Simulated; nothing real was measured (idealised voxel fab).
The name of this process module is voxel ribs on slabs.
The figure presents cross-section cut, which has a width of 155 nm and is divided into square cells with an edge length of 5 nm.
Cross-section layout: square cells on a grid; listed as bands, top to bottom; a band spans one or more cell rows. For a band, the entry starts with two heights in nm, that of the top and then that of the bottom, and carries on with the band's materials in order from left to right, each alongside its width in nm; the word "full width" beside a single material means it fills the band edge to edge, and "air" means empty space. All heights in this document are referenced to 0, defined as the level beneath which the wafer, as received, consists entirely of one material. The lowest band is not bounded below; it extends indefinitely downward and is written in the form "from 0 down". So if you see something like "30..40" for the width, read it as the top row of the band sitting at the first number and the bottom row at the second, with every row in between moving by the same amount as the last. It should be understood that the words "remained unchanged", when stated for a given step, signify that the cross-section underwent no change in any of its cells during that step. The entry "Sealed cavities" lists the empty spaces that cover at least 8 cells and have no open path to the top. Each is written as width x height at distance, where the distance is measured from the left edge and all three values are in nm. The remark found on a step's line after its settings is issued by the simulator itself and pertains to that step. You can add "overlay nm" to a step's line. For a step with a mask, it describes how far the mask lay to the right of its planned position, and a negative number describes a lay to the left.
## The planned process steps are enumerated hereunder
| 1 | RECEIVE (material Si) |
| 2 | DIRECTIONAL_DEP (material SiO2; thk nm 30) |
| 3 | DIRECTIONAL_DEP (material SiN; thk nm 20) |
| 4 | MASKED_ETCH (tone cover; mask id RIB; width nm 20; etch materials SiN; depth nm 15; overlay nm 0) |
| 5 | MASKED_ETCH (tone cover; mask id SLAB; width nm 50; etch materials SiN; depth nm 5; overlay nm 0) |
| 6 | FILL_DEP (material SiO2; thk nm 25) |
| 7 | CMP (height nm 65) |
| 8 | DIRECTIONAL_DEP (material TiN; thk nm 10) |
| 9 | PATTERN (tone cover; mask id HEATER; material resist; width nm 30; thk nm 20; overlay nm 0) |
| 10 | DIRECTIONAL_ETCH (etch materials TiN; depth nm 10) |
| 11 | STRIP (etch materials resist) |
| 12 | CONFORMAL_DEP (material SiO2; thk nm 10) |
## Wafer cross-section on receipt, i.e. after step 1
* from 0 down = Si full width
* Sealed cavities: none
## Cross-sectional view of the first of the two wafers upon completion of the module, processed in accordance with the plan
* from 85 to 75 = air (50); SiO2 (50); air (55)
* from 75 to 65 = SiO2 (60); TiN (30); SiO2 (65)
* from 65 to 50 = SiO2 full width
* from 50 to 35 = SiO2 (65); SiN (20); SiO2 (70)
* from 35 to 30 = SiO2 (50); SiN (50); SiO2 (55)
* from 30 to 0 = SiO2 full width
* from 0 down = Si full width
* Sealed cavities: none
## The second wafer, shown in cross-section after the module: started the same way as the first and given the same plan, yet one mistake crept into how it was run
* from 85 to 75 = air (50); SiO2 (50); air (55)
* from 75 to 65 = SiO2 (60); TiN (30); SiO2 (65)
* from 65 to 55 = SiO2 (65); SiN (20); SiO2 (70)
* from 55 to 50 = SiO2 (50); SiN (50); SiO2 (55)
* from 50 to 30 = SiN full width
* from 30 to 0 = SiO2 full width
* from 0 down = Si full width
* Sealed cavities: none
Against the plan, the run slipped here: step 3, plan: ran twice
It is noted that, at the conclusion of processing, the second wafer exhibits a higher or lower cell count for certain materials relative to the first: SiN: 120 more, SiO2: 120 fewer
